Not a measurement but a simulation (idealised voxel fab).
Title: Process Module voxel transistor to metal
Pictured: cross-section cut, 215 nm wide, on a grid of 5 nm square cells.
Throughout this document, each cross-section is represented as a grid of square cells and is presented as a sequence of bands enumerated from the top downward, where a band comprises one or more rows of cells.
In this notation a band is specified by the heights of its top and bottom, in that order and in nm, after which its materials appear from left to right, each paired with its width in nm. The word "everywhere" attached to a single material means that material fills the band from edge to edge; the word "air" stands for empty space.
Heights are reckoned from 0. Under this level, the received wafer is all of one material. The bottommost band is open-ended downward, for example "z 0 and below".
A width such as "30..40" changes by the same amount from each row of cells to the next, from the band's top row to its bottom row.
"no modification" means the step left every cell of the cross-section as it was.
If an empty space has no open way to the top and is at least 8 cells in size, "Enclosed void entries" lists it, written width x height at distance, where distance is measured from the left edge and every value is in nm.
What comes after the settings on a step's line is commentary from the simulator itself on that step.
The line of a step may include "overlay nm". On a step with a mask, this value is how far to the right of its planned place the mask lay. A negative value means the mask lay to the left.

Planned process steps
step 1: RECEIVE: material Si
step 2: OXIDIZE: depth nm 5
step 3: CONFORMAL_DEP: material SiN, thk nm 15
step 4: PATTERN: tone cover, mask id ACTIVE, material resist, width nm 100, thk nm 20, overlay nm 0
step 5: DIRECTIONAL_ETCH: etch materials SiN, depth nm 15
step 6: DIRECTIONAL_ETCH: etch materials SiO2, depth nm 5
step 7: DIRECTIONAL_ETCH: etch materials Si, depth nm 20
step 8: STRIP: etch materials resist
step 9: FILL_DEP: material SiO2, thk nm 15
step 10: CMP: height nm 15
step 11: SELECTIVE_ETCH: etch materials SiO2, depth nm 10
step 12: STRIP: etch materials SiN
step 13: SELECTIVE_ETCH: etch materials SiO2, depth nm 5
step 14: OXIDIZE: depth nm 5
step 15: DIRECTIONAL_DEP: material polySi, thk nm 20
step 16: DIRECTIONAL_DEP: material SiCN, thk nm 10
step 17: PATTERN: tone cover, mask id GATE, material resist, width nm 20, thk nm 15, overlay nm 0
step 18: DIRECTIONAL_ETCH: etch materials SiCN, depth nm 20
step 19: DIRECTIONAL_ETCH: etch materials polySi, depth nm 30
step 20: STRIP: etch materials resist
step 21: CONFORMAL_DEP: material SiN, thk nm 5
step 22: DIRECTIONAL_ETCH: etch materials SiN, depth nm 5
step 23: DIRECTIONAL_ETCH: etch materials SiO2, depth nm 5
step 24: DIRECTIONAL_ETCH: etch materials Si, depth nm 5
step 25: EPI: material SiGe, thk nm 5
step 26: FILL_DEP: material SiO2, thk nm 10
step 27: CMP: height nm 25
step 28: DIRECTIONAL_DEP: material SiO2, thk nm 15
step 29: PATTERN: tone open, mask id CONTACT, material resist, width nm 30, pitch nm 60, thk nm 20, overlay nm 0
step 30: DIRECTIONAL_ETCH: etch materials SiO2, depth nm 50
step 31: STRIP: etch materials resist
step 32: CONFORMAL_DEP: material TiN, thk nm 5
step 33: FILL_DEP: material W, thk nm 5
step 34: CMP: height nm 40
step 35: DIRECTIONAL_DEP: material TiN, thk nm 5
step 36: DIRECTIONAL_DEP: material Ru, thk nm 20
step 37: PATTERN: tone cover, mask id METAL_1, material resist, width nm 15, pitch nm 75, thk nm 15, overlay nm 0
step 38: DIRECTIONAL_ETCH: etch materials Ru, depth nm 20
step 39: DIRECTIONAL_ETCH: etch materials TiN, depth nm 5
step 40: STRIP: etch materials resist
step 41: FILL_DEP: material lowk, thk nm 10
step 42: CMP: height nm 65
step 43: CONFORMAL_DEP: material SiN, thk nm 5

Wafer at receipt (post step 1), cross-section
- z 0 and below  Si everywhere
- Enclosed void entries: none

Below is the wafer in cross-section after the module was completed. It began from the starting point shown above and followed the plan shown above, except that one mistake was made while running it
- z 70 to 65  SiN everywhere
- z 65 to 45  55 of lowk, 15 of Ru, 60 of lowk, 15 of Ru, 70 of lowk
- z 45 to 40  55 of lowk, 15 of TiN, 60 of lowk, 15 of TiN, 70 of lowk
- z 40 to 25  60 of SiO2, 5 of TiN, 20 of W, 5 of TiN, 30 of SiO2, 5 of TiN, 20 of W, 5 of TiN, 65 of SiO2
- z 25 to 15  60 of SiO2, 5 of TiN, 20 of W, 5 of TiN, 5 of SiN, 20 of SiCN, 5 of SiN, 5 of TiN, 20 of W, 5 of TiN, 65 of SiO2
- z 15 to 0  60 of SiO2, 5 of TiN, 20 of W, 5 of TiN, 5 of SiN, 20 of polySi, 5 of SiN, 5 of TiN, 20 of W, 5 of TiN, 65 of SiO2
- z 0 to -5  50 of SiO2, 5 of SiN, 5 of SiO2, 5 of TiN, 15 of W, 10 of TiN, 5 of SiN, 20 of polySi, 5 of SiN, 10 of TiN, 15 of W, 5 of TiN, 5 of SiO2, 5 of SiN, 55 of SiO2
- z -5 to -10  60 of SiO2, 25 of TiN, 5 of SiGe, 30 of SiO2, 5 of SiGe, 25 of TiN, 65 of SiO2
- z -10 to -15  55 of SiO2, 35 of SiGe, 30 of Si, 35 of SiGe, 60 of SiO2
- z -15 to -25  55 of SiO2, 100 of Si, 60 of SiO2
- z -25 and below  Si everywhere
- Enclosed void entries: none
Processing error: step 37 went in with a setting other than planned; the actual run was PATTERN: tone cover, mask id METAL_1, material resist, width nm 15, pitch nm 75, thk nm 15, overlay nm -5
